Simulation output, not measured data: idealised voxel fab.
Process module name: voxel gate over fins
245 nm wide, 5 nm square cells: that's cross-section cut.
If you're reading a cross-section in this doc, picture square cells in a grid; it comes to you as bands, top ones listed first down to the bottom, and a band can be one or more rows of cells. Read a band's entry like this: the first values are the height of its top and the height of its bottom in nm, and what follows is the sequence of materials from left to right, each with its width in nm. Note that "blank" is empty space, and that a single material marked "edge to edge" reaches across the band from edge to edge. Measure heights from 0. That's the level where, below it, the as-received wafer is all one material. The lowest band is bottomless and extends downward; write it as in "0..down". Top row gets the first number, bottom row gets the second, and each row in between changes by the same step: that is how a band width like "30..40" works. You'll sometimes find "changes: none" written for a step, and that's the way of saying that nowhere in the cross-section did a cell change during that step. For the entry "Closed void list", the listed items are empty spaces with no open way to the top whose size is 8 cells or more; each item follows the pattern width x height at distance, where distance is from the left edge and all three are in nm. If you see something after the settings on a step's line, that's the simulator's own remark about that step. overlay nm: where the mask lay relative to plan, measured to the right, on steps with a mask; negatives go left.
### Planned step list for the process
1: RECEIVE, material Si
2: CONFORMAL_DEP, material SiN, thk nm 10
3: DIRECTIONAL_DEP, material aC, thk nm 10
4: PATTERN, tone cover, mask id FINS, material resist, width nm 15, pitch nm 45, thk nm 30, overlay nm 0
5: DIRECTIONAL_ETCH, etch materials aC, depth nm 10
6: STRIP, etch materials resist
7: DIRECTIONAL_ETCH, etch materials SiN, depth nm 10
8: DIRECTIONAL_ETCH, etch materials Si, depth nm 30
9: STRIP, etch materials aC
10: FILL_DEP, material SiO2, thk nm 10
11: CMP, height nm 10
12: SELECTIVE_ETCH, etch materials SiO2, depth nm 20
13: STRIP, etch materials SiN
14: CONFORMAL_DEP, material HfO2, thk nm 5
15: CONFORMAL_DEP, material TiN, thk nm 5
16: FILL_DEP, material W, thk nm 10
17: CMP, height nm 15
18: CONFORMAL_DEP, material SiCN, thk nm 5
### This is the cross-section of the wafer as we received it, i.e. after step 1
	0..down = Si edge to edge
	Closed void list: none
### Here's the cross-section of the first of our two wafers at the end of the module - it ran as planned
	20..15 = SiCN edge to edge
	15..10 = W edge to edge
	10..5 = 80 W, 35 TiN, 10 W, 35 TiN, 85 W
	5..0 = 80 W, 5 TiN, 25 HfO2, 5 TiN, 10 W, 5 TiN, 25 HfO2, 5 TiN, 85 W
	0..-5 = 85 TiN, 5 HfO2, 15 Si, 5 HfO2, 20 TiN, 5 HfO2, 15 Si, 5 HfO2, 90 TiN
	-5..-10 = 90 HfO2, 15 Si, 30 HfO2, 15 Si, 95 HfO2
	-10..-30 = 90 SiO2, 15 Si, 30 SiO2, 15 Si, 95 SiO2
	-30..down = Si edge to edge
	Closed void list: none
### This is the second of the two wafers, cross-sectioned at the end of the module; it started exactly like the first and was given the same plan, but it was run with one mistake
	20..15 = aC edge to edge
	15..10 = W edge to edge
	10..5 = 80 W, 35 TiN, 10 W, 35 TiN, 85 W
	5..0 = 80 W, 5 TiN, 25 HfO2, 5 TiN, 10 W, 5 TiN, 25 HfO2, 5 TiN, 85 W
	0..-5 = 85 TiN, 5 HfO2, 15 Si, 5 HfO2, 20 TiN, 5 HfO2, 15 Si, 5 HfO2, 90 TiN
	-5..-10 = 90 HfO2, 15 Si, 30 HfO2, 15 Si, 95 HfO2
	-10..-30 = 90 SiO2, 15 Si, 30 SiO2, 15 Si, 95 SiO2
	-30..down = Si edge to edge
	Closed void list: none
Against the plan, the run slipped here: step 18 was run on a setting that differed from the plan, and what really ran there is CONFORMAL_DEP, material aC, thk nm 5
End of process, cell counts, second wafer against first, materials with more or fewer: 49 fewer of SiCN | 49 more of aC
